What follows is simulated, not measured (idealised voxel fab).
process module | voxel wiring stack
cross-section cut | 210 nm wide | cells 5 nm
A cross-section is a grid of square cells, given in bands from the top down. A band is one or more rows of cells.
Each band's line starts with the height of the band's top and of its bottom, in nm. Then come its materials from left to right, each with its width in nm. One material with "throughout" fills the band from edge to edge. "air" is empty space.
Height 0 is the level under which the wafer as received is all one material. The lowest band goes on downwards, as in "0 down".
A width such as "30 to 40" changes by the same amount from each row of cells to the next, from the band's top row to its bottom row.
"no change" after a step means that no cell of the cross-section changed.
closed voids: empty space of 8 cells or more with no open way to the top, each as width x height at its distance from the left edge, in nm
after a step's settings: what the simulator itself notes on the step
overlay nm, on a step with a mask: how far to the right of its planned place the mask lay; to the left if negative
plan
1 op RECEIVE | material Si
2 op CONFORMAL_DEP | material SiO2 | thk nm 10
3 op DIRECTIONAL_DEP | material TiN | thk nm 5
4 op DIRECTIONAL_DEP | material W | thk nm 25
5 op DIRECTIONAL_DEP | material aC | thk nm 15
6 op PATTERN | tone cover | mask id METAL_1 | material resist | width nm 20 | pitch nm 45 | thk nm 35 | overlay nm 0
7 op DIRECTIONAL_ETCH | etch materials aC | depth nm 15
8 op STRIP | etch materials resist
9 op DIRECTIONAL_ETCH | etch materials W | depth nm 25
10 op DIRECTIONAL_ETCH | etch materials TiN | depth nm 5
11 op STRIP | etch materials aC
12 op CONFORMAL_DEP | material SiN | thk nm 5
13 op FILL_DEP | material lowk | thk nm 5
14 op CMP | height nm 40
15 op CONFORMAL_DEP | material SiCN | thk nm 5
16 op DIRECTIONAL_DEP | material lowk | thk nm 15
17 op MASKED_ETCH | tone open | mask id PLUG_1 | width nm 15 | pitch nm 45 | etch materials lowk | depth nm 15 | overlay nm -10
18 op MASKED_ETCH | tone open | mask id PLUG_1 | width nm 15 | pitch nm 45 | etch materials SiCN | depth nm 5 | overlay nm 0
19 op CONFORMAL_DEP | material TiN | thk nm 5
20 op FILL_DEP | material Ru | thk nm 5
21 op CMP | height nm 60
22 op DIRECTIONAL_DEP | material TiN | thk nm 5
23 op DIRECTIONAL_DEP | material W | thk nm 20
24 op PATTERN | tone cover | mask id METAL_2 | material resist | width nm 20 | pitch nm 45 | thk nm 15 | overlay nm 0
25 op DIRECTIONAL_ETCH | etch materials W | depth nm 20
26 op DIRECTIONAL_ETCH | etch materials TiN | depth nm 5
27 op STRIP | etch materials resist
28 op CONFORMAL_DEP | material SiN | thk nm 5
29 op FILL_DEP | material SiO2 | thk nm 5
30 op CMP | height nm 85
31 op CONFORMAL_DEP | material SiN | thk nm 5
varied across the wafers: overlay nm of step 17. The plan shows the first wafer's value. All wafers start alike
first wafer as received, after step 1
  0 down: Si throughout
  closed voids: none
each wafer at the end: cells of each material gained (+) or lost (-) since it was received, then its closed voids
overlay nm -10 | +8 Ru | +38 SiCN | +166 SiN | +156 SiO2 | +64 TiN | +144 W | +180 lowk | closed voids: none
overlay nm -5 | +8 Ru | +34 SiCN | +166 SiN | +156 SiO2 | +68 TiN | +144 W | +180 lowk | closed voids: none
overlay nm 0 | +12 Ru | +30 SiCN | +166 SiN | +156 SiO2 | +68 TiN | +144 W | +180 lowk | closed voids: none
overlay nm 5 | +8 Ru | +34 SiCN | +166 SiN | +156 SiO2 | +68 TiN | +144 W | +180 lowk | closed voids: none
overlay nm 10 | +8 Ru | +38 SiCN | +166 SiN | +156 SiO2 | +64 TiN | +144 W | +180 lowk | closed voids: none
overlay nm 15 | +8 Ru | +42 SiCN | +166 SiN | +156 SiO2 | +60 TiN | +144 W | +180 lowk | closed voids: none
